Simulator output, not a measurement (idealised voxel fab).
Herein follows the process module entitled voxel spacer lines.
cross-section cut | 260 nm wide | cells 5 nm
Square cells in a grid make up a cross-section in this document, and the grid is given as bands, listed from the top down, each one or more rows of cells.
The band entry comprises the height of the band's top followed by the height of its bottom, expressed in nm, and subsequently the band's materials from left to right, each stated together with its width in nm. Where a single material is marked with the word "full width", that material fills the band from edge to edge. The word "blank" represents empty space.
A quick word on heights: they are counted from 0, and under that level the wafer as it came to us is one material throughout. The lowest band is different from the rest in having no bottom; it simply continues downward, written as in "0 -> down".
You'd read "30..40" like this: the band's top row of cells is as wide as the first number, its bottom row is as wide as the second, and going down, every row changes width by the same amount as the row before did.
"no alterations made" -> step changed no cross-section cell.
For the entry "Unvented cavities", the listed items are empty spaces with no open way to the top whose size is 8 cells or more; each item follows the pattern width x height at distance, where distance is from the left edge and all three are in nm.
Step line, after settings: the simulator's comment on this step.
You can add "overlay nm" to a step's line. For a step with a mask, it describes how far the mask lay to the right of its planned position, and a negative number describes a lay to the left.
Steps planned for the process:
1. RECEIVE (material Si)
2. CONFORMAL_DEP (material Al2O3; thk nm 5)
3. DIRECTIONAL_DEP (material SiN; thk nm 10)
4. DIRECTIONAL_DEP (material aC; thk nm 20)
5. PATTERN (tone cover; mask id MANDREL; material resist; width nm 25; pitch nm 70; thk nm 30; overlay nm 0)
6. DIRECTIONAL_ETCH (etch materials aC; depth nm 20)
7. STRIP (etch materials resist)
8. CONFORMAL_DEP (material SiO2; thk nm 10)
9. DIRECTIONAL_ETCH (etch materials SiO2; depth nm 10)
10. STRIP (etch materials aC)
11. DIRECTIONAL_ETCH (etch materials SiN; depth nm 5)
12. STRIP (etch materials SiO2)
13. FILL_DEP (material SiO2; thk nm 10)
14. CMP (height nm 15)
What sets these wafers apart? The depth nm at step 11. They all start alike, and the plan carries the first wafer's value.
Cross-section of the first of several received wafers, showing its state after step 1:
  0 -> down  Si full width
  Unvented cavities: none
Per wafer (row), end of module: delta in cells per material since receipt, (+) for gained, (-) for lost; closed voids after that:
depth nm 5 | +52 Al2O3 | +64 SiN | +40 SiO2 | Unvented cavities: none
depth nm 10 | +52 Al2O3 | +24 SiN | +80 SiO2 | Unvented cavities: none
depth nm 15 | +52 Al2O3 | +24 SiN | +80 SiO2 | Unvented cavities: none
depth nm 20 | +52 Al2O3 | +24 SiN | +80 SiO2 | Unvented cavities: none
depth nm 25 | +52 Al2O3 | +24 SiN | +80 SiO2 | Unvented cavities: none
